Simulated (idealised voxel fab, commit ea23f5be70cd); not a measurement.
You're looking at the process module voxel tone inversion.
This is section cut - it's 300 nm across, gridded in 5 nm square cells.
A cross-section is written here as square cells arranged in a grid, and it is given in bands from the top down, each band taking up one or more rows of cells. Quick guide to a band line: top height, bottom height (nm) up front; then every material left to right with its width in nm. Only one material and it's marked "all across"? Then it fills the band edge to edge. And "air" just means empty space. For the purposes of this specification, 0 denotes the height below which the wafer in its as-received condition is composed wholly of one material, and the lowermost band, lacking a lower limit, extends downward without end, as expressed in "0 -> down". Graded width ("30..40"): value in top row of band = first number; value in bottom row = second number; row-to-row change constant. When a step is marked "everything unchanged", none of the cells in the cross-section changed during that step. Any empty space of 8 cells or more lacking an open way to the top shows up in "Enclosed internal voids" as width x height at distance, distance from the left edge, in nm. Post-settings text on a step line: simulator's own remark regarding the step. When a step includes a mask, the "overlay nm" setting on its line states how far to the right of its planned place that mask lay, and negative values state how far to the left.
List of planned process steps
1 op RECEIVE | material Si
2 op CONFORMAL_DEP | material SiCN | thk nm 10
3 op DIRECTIONAL_DEP | material polySi | thk nm 15
4 op PATTERN | tone cover | mask id POSTS | material resist | width nm 20 | pitch nm 35 | thk nm 20 | overlay nm -15
5 op DIRECTIONAL_ETCH | etch materials polySi | depth nm 15
6 op STRIP | etch materials resist
7 op FILL_DEP | material lowk | thk nm 5
8 op CMP | height nm 25
9 op STRIP | etch materials polySi
The plan shows the overlay nm of step 4 as the first wafer had it; this setting differs between the wafers, which start out alike.
Cross-sectional view of the first of several wafers in the as-received condition, corresponding to the state following step 1
    0 -> down: Si all across
    Enclosed internal voids: none
Table: wafers, a row each; end-of-module cell change per material since receipt, gain (+), loss (-); then closed voids
overlay nm -15, +120 SiCN, +132 lowk, Enclosed internal voids: none
overlay nm -10, +120 SiCN, +132 lowk, Enclosed internal voids: none
overlay nm -5, +120 SiCN, +132 lowk, Enclosed internal voids: none
overlay nm 0, +120 SiCN, +132 lowk, Enclosed internal voids: none
overlay nm 5, +120 SiCN, +132 lowk, Enclosed internal voids: none
overlay nm 10, +120 SiCN, +132 lowk, Enclosed internal voids: none
overlay nm 15, +120 SiCN, +132 lowk, Enclosed internal voids: none
